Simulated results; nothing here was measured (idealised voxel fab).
The document below concerns the process module designated voxel double patterning.
For reference, the cross-section in this document is cut, with width 265 nm and square cells of 5 nm.
A cross-section in this document is a grid of square cells, and it is written down as bands, the top band listed before the ones below it; a band is made up of one or more rows of cells. Heights first: top, then bottom, in nm. Then materials, left to right, each with a width in nm. "everywhere" on a single material: fills the band edge to edge. "air": empty space. We count height from 0. Below that, the starting wafer is all one material. The lowest band never ends at the bottom but goes on down; see "0 down" for how that is written. Width "30 to 40": first value at the band's top row of cells, second value at its bottom row, equal change from row to row. Reading "everything unchanged" for a step: not a cell of the cross-section changed in it. "Sealed void list" - sealed voids, min. 8 cells, no opening to top; format: width x height at distance (distance from left edge; nm throughout). after a step's settings: what the simulator itself notes on the step. The line of a step may include "overlay nm". On a step with a mask, this value is how far to the right of its planned place the mask lay. A negative value means the mask lay to the left.

THE FOLLOWING LIST GIVES THE PLANNED PROCESS STEPS
1: RECEIVE,material Si
2: CONFORMAL_DEP,material SiO2,thk nm 10
3: DIRECTIONAL_DEP,material W,thk nm 20
4: DIRECTIONAL_DEP,material SiCN,thk nm 10
5: DIRECTIONAL_DEP,material aC,thk nm 10
6: PATTERN,tone open,mask id FIRST,material resist,width nm 15,pitch nm 50,thk nm 30,overlay nm 0
7: DIRECTIONAL_ETCH,etch materials aC,depth nm 10
8: STRIP,etch materials resist
9: DIRECTIONAL_ETCH,etch materials SiCN,depth nm 10
10: STRIP,etch materials aC
11: MASKED_ETCH,tone open,mask id SECOND,width nm 15,etch materials SiCN,depth nm 10,overlay nm 0
12: DIRECTIONAL_ETCH,etch materials W,depth nm 20
13: STRIP,etch materials SiCN

FIRST OF TWO WAFERS - AS PLANNED

AS RECEIVED, AFTER STEP 1
- 0 down  Si everywhere
- Sealed void list: none

CROSS-SECTION OF THE WAFER AFTER STEP 2
- 10 to 0  SiO2 everywhere
- Rest of section, below 0: as before.

CROSS-SECTION OF THE WAFER AFTER STEP 3
- 30 to 10  W everywhere
- Rest of section, below 10: as before.

CROSS-SECTION OF THE WAFER AFTER STEP 4
- 40 to 30  SiCN everywhere
- Rest of section, below 30: as before.

CROSS-SECTION OF THE WAFER AFTER STEP 5
- 50 to 40  aC everywhere
- Rest of section, below 40: as before.

CROSS-SECTION OF THE WAFER AFTER STEP 6
- 80 to 50  100 nm resist; 15 nm air; 35 nm resist; 15 nm air; 100 nm resist
- Rest of section, below 50: as before.

CROSS-SECTION OF THE WAFER AFTER STEP 7
- 70 to 50  100 nm resist; 15 nm air; 35 nm resist; 15 nm air; 100 nm resist
- 50 to 40  100 nm aC; 15 nm air; 35 nm aC; 15 nm air; 100 nm aC
- Rest of section, below 40: as before.

CROSS-SECTION OF THE WAFER AFTER STEP 8
- 50 to 40  100 nm aC; 15 nm air; 35 nm aC; 15 nm air; 100 nm aC
- Rest of section, below 40: as before.

CROSS-SECTION OF THE WAFER AFTER STEP 9
- 50 to 40  100 nm aC; 15 nm air; 35 nm aC; 15 nm air; 100 nm aC
- 40 to 30  100 nm SiCN; 15 nm air; 35 nm SiCN; 15 nm air; 100 nm SiCN
- Rest of section, below 30: as before.

CROSS-SECTION OF THE WAFER AFTER STEP 10
- 40 to 30  100 nm SiCN; 15 nm air; 35 nm SiCN; 15 nm air; 100 nm SiCN
- Rest of section, below 30: as before.

CROSS-SECTION OF THE WAFER AFTER STEP 11
- 40 to 30  100 nm SiCN; 15 nm air; 10 nm SiCN; 15 nm air; 10 nm SiCN; 15 nm air; 100 nm SiCN
- Rest of section, below 30: as before.

CROSS-SECTION OF THE WAFER AFTER STEP 12
- 40 to 30  100 nm SiCN; 15 nm air; 10 nm SiCN; 15 nm air; 10 nm SiCN; 15 nm air; 100 nm SiCN
- 30 to 10  100 nm W; 15 nm air; 10 nm W; 15 nm air; 10 nm W; 15 nm air; 100 nm W
- Rest of section, below 10: as before.

CROSS-SECTION OF THE WAFER AFTER STEP 13
- 30 to 10  100 nm W; 15 nm air; 10 nm W; 15 nm air; 10 nm W; 15 nm air; 100 nm W
- Rest of section, below 10: as before.

WHAT FOLLOWS CONCERNS THE SECOND WAFER, WHICH STARTED OUT LIKE THE FIRST AND WAS MEANT TO FOLLOW THE VERY SAME PLAN; ONE MISTAKE CREPT IN WHEN IT WAS RUN, BUT EVERYTHING UP TO AND INCLUDING STEP 5 IS THE SAME AS FOR THE FIRST WAFER

WHEN STEP 6 SHOULD HAVE ENDED
- 80 to 50  95 nm resist; 15 nm air; 35 nm resist; 15 nm air; 105 nm resist
- Rest of section, below 50: as before.

WHEN STEP 7 SHOULD HAVE ENDED
- 70 to 50  95 nm resist; 15 nm air; 35 nm resist; 15 nm air; 105 nm resist
- 50 to 40  95 nm aC; 15 nm air; 35 nm aC; 15 nm air; 105 nm aC
- Rest of section, below 40: as before.

WHEN STEP 8 SHOULD HAVE ENDED
- 50 to 40  95 nm aC; 15 nm air; 35 nm aC; 15 nm air; 105 nm aC
- Rest of section, below 40: as before.

WHEN STEP 9 SHOULD HAVE ENDED
- 50 to 40  95 nm aC; 15 nm air; 35 nm aC; 15 nm air; 105 nm aC
- 40 to 30  95 nm SiCN; 15 nm air; 35 nm SiCN; 15 nm air; 105 nm SiCN
- Rest of section, below 30: as before.

WHEN STEP 10 SHOULD HAVE ENDED
- 40 to 30  95 nm SiCN; 15 nm air; 35 nm SiCN; 15 nm air; 105 nm SiCN
- Rest of section, below 30: as before.

WHEN STEP 11 SHOULD HAVE ENDED
- 40 to 30  95 nm SiCN; 15 nm air; 15 nm SiCN; 15 nm air; 5 nm SiCN; 15 nm air; 105 nm SiCN
- Rest of section, below 30: as before.

WHEN STEP 12 SHOULD HAVE ENDED
- 40 to 30  95 nm SiCN; 15 nm air; 15 nm SiCN; 15 nm air; 5 nm SiCN; 15 nm air; 105 nm SiCN
- 30 to 10  95 nm W; 15 nm air; 15 nm W; 15 nm air; 5 nm W; 15 nm air; 105 nm W
- Rest of section, below 10: as before.

WHEN STEP 13 SHOULD HAVE ENDED
- 30 to 10  95 nm W; 15 nm air; 15 nm W; 15 nm air; 5 nm W; 15 nm air; 105 nm W
- Rest of section, below 10: as before.
The mistake made against the process plan was this: contrary to plan, step 6 was performed as PATTERN,tone open,mask id FIRST,material resist,width nm 15,pitch nm 50,thk nm 30,overlay nm -5
Final wafers compared: equal cell tally per material, rearranged layout.
